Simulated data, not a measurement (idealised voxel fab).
process module | voxel lift off
cross-section cut | 165 nm wide | cells 5 nm
A cross-section is a grid of square cells, given in bands from the top down. A band is one or more rows of cells.
Each band's line starts with the height of the band's top and of its bottom, in nm. Then come its materials from left to right, each with its width in nm. One material with "throughout" fills the band from edge to edge. "air" is empty space.
Height 0 is the level under which the wafer as received is all one material. The lowest band goes on downwards, as in "0 down".
A width such as "30 to 40" changes by the same amount from each row of cells to the next, from the band's top row to its bottom row.
"no change" after a step means that no cell of the cross-section changed.
closed voids: empty space of 8 cells or more with no open way to the top, each as width x height at its distance from the left edge, in nm
after a step's settings: what the simulator itself notes on the step
overlay nm, on a step with a mask: how far to the right of its planned place the mask lay; to the left if negative
plan
1 op RECEIVE | material Si
2 op CONFORMAL_DEP | material SiO2 | thk nm 10
3 op PATTERN | tone open | mask id LINES | material resist | width nm 15 | pitch nm 30 | thk nm 25 | overlay nm -15
4 op DIRECTIONAL_DEP | material Ru | thk nm 15
5 op STRIP | etch materials resist
6 op CONFORMAL_DEP | material SiO2 | thk nm 5
varied across the wafers: overlay nm of step 3. The plan shows the first wafer's value. All wafers start alike
first wafer as received, after step 1
  0 down: Si throughout
  closed voids: none
each wafer at the end: cells of each material gained (+) or lost (-) since it was received, then its closed voids
overlay nm -15 | +36 Ru | +123 SiO2 | closed voids: none
overlay nm -10 | +36 Ru | +123 SiO2 | closed voids: none
overlay nm -5 | +36 Ru | +123 SiO2 | closed voids: none
overlay nm 0 | +36 Ru | +123 SiO2 | closed voids: none
overlay nm 5 | +36 Ru | +123 SiO2 | closed voids: none
overlay nm 10 | +36 Ru | +123 SiO2 | closed voids: none
overlay nm 15 | +36 Ru | +123 SiO2 | closed voids: none
